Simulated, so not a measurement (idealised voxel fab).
process module | voxel gate over fins
cross-section cut | 150 nm wide | cells 5 nm
A cross-section is a grid of square cells, given in bands from the top down. A band is one or more rows of cells.
Each band's line starts with the height of the band's top and of its bottom, in nm. Then come its materials from left to right, each with its width in nm. One material with "throughout" fills the band from edge to edge. "air" is empty space.
Height 0 is the level under which the wafer as received is all one material. The lowest band goes on downwards, as in "0 down".
A width such as "30 to 40" changes by the same amount from each row of cells to the next, from the band's top row to its bottom row.
"no change" after a step means that no cell of the cross-section changed.
closed voids: empty space of 8 cells or more with no open way to the top, each as width x height at its distance from the left edge, in nm
after a step's settings: what the simulator itself notes on the step
overlay nm, on a step with a mask: how far to the right of its planned place the mask lay; to the left if negative
plan
1 op RECEIVE | material Si
2 op CONFORMAL_DEP | material SiN | thk nm 10
3 op PATTERN | tone cover | mask id FINS | material resist | width nm 15 | pitch nm 35 | thk nm 15 | overlay nm 0
4 op DIRECTIONAL_ETCH | etch materials SiN | depth nm 10
5 op DIRECTIONAL_ETCH | etch materials Si | depth nm 30
6 op STRIP | etch materials resist
7 op OXIDIZE | depth nm 5
8 op FILL_DEP | material SiO2 | thk nm 10
9 op CMP | height nm 10
10 op SELECTIVE_ETCH | etch materials SiO2 | depth nm 20
11 op STRIP | etch materials SiN
12 op CONFORMAL_DEP | material HfO2 | thk nm 5
13 op CONFORMAL_DEP | material TiN | thk nm 5
14 op CONFORMAL_DEP | material TiAl | thk nm 5
15 op CONFORMAL_DEP | material TiN | thk nm 5
16 op FILL_DEP | material W | thk nm 10
17 op CMP | height nm 15
18 op CONFORMAL_DEP | material SiN | thk nm 5
varied across the wafers: height nm of step 17. The plan shows the first wafer's value. All wafers start alike
first wafer as received, after step 1
  0 down: Si throughout
  closed voids: none
first wafer at the end, after step 18
  20 to 15: SiN throughout
  15 to 10: W 15 | TiN 5 | TiAl 105 | TiN 5 | W 20
  10 to 5: TiN 20 | TiAl 5 | TiN 25 | TiAl 10 | TiN 25 | TiAl 10 | TiN 25 | TiAl 5 | TiN 25
  5 to 0: TiAl 25 | TiN 5 | HfO2 15 | TiN 5 | TiAl 10 | TiN 5 | HfO2 15 | TiN 5 | TiAl 10 | TiN 5 | HfO2 15 | TiN 5 | TiAl 30
  0 to -5: TiN 30 | HfO2 5 | Si 5 | HfO2 5 | TiN 20 | HfO2 5 | Si 5 | HfO2 5 | TiN 20 | HfO2 5 | Si 5 | HfO2 5 | TiN 35
  -5 to -10: HfO2 35 | Si 5 | HfO2 30 | Si 5 | HfO2 30 | Si 5 | HfO2 40
  -10 to -35: SiO2 35 | Si 5 | SiO2 30 | Si 5 | SiO2 30 | Si 5 | SiO2 40
  -35 down: Si throughout
  closed voids: none
last wafer at the end
  35 to 30: SiN throughout
  30 to 20: W throughout
  20 to 15: W 15 | TiN 115 | W 20
  15 to 10: W 15 | TiN 5 | TiAl 105 | TiN 5 | W 20
  10 to 5: TiN 20 | TiAl 5 | TiN 25 | TiAl 10 | TiN 25 | TiAl 10 | TiN 25 | TiAl 5 | TiN 25
  5 to 0: TiAl 25 | TiN 5 | HfO2 15 | TiN 5 | TiAl 10 | TiN 5 | HfO2 15 | TiN 5 | TiAl 10 | TiN 5 | HfO2 15 | TiN 5 | TiAl 30
  0 to -5: TiN 30 | HfO2 5 | Si 5 | HfO2 5 | TiN 20 | HfO2 5 | Si 5 | HfO2 5 | TiN 20 | HfO2 5 | Si 5 | HfO2 5 | TiN 35
  -5 to -10: HfO2 35 | Si 5 | HfO2 30 | Si 5 | HfO2 30 | Si 5 | HfO2 40
  -10 to -35: SiO2 35 | Si 5 | SiO2 30 | Si 5 | SiO2 30 | Si 5 | SiO2 40
  -35 down: Si throughout
  closed voids: none
each wafer at the end: cells of each material gained (+) or lost (-) since it was received, then its closed voids
height nm 15 | +42 HfO2 | -189 Si | +30 SiN | +135 SiO2 | +42 TiAl | +53 TiN | +7 W | closed voids: none
height nm 20 | +42 HfO2 | -189 Si | +30 SiN | +135 SiO2 | +42 TiAl | +76 TiN | +14 W | closed voids: none
height nm 25 | +42 HfO2 | -189 Si | +30 SiN | +135 SiO2 | +42 TiAl | +76 TiN | +44 W | closed voids: none
height nm 30 | +42 HfO2 | -189 Si | +30 SiN | +135 SiO2 | +42 TiAl | +76 TiN | +74 W | closed voids: none
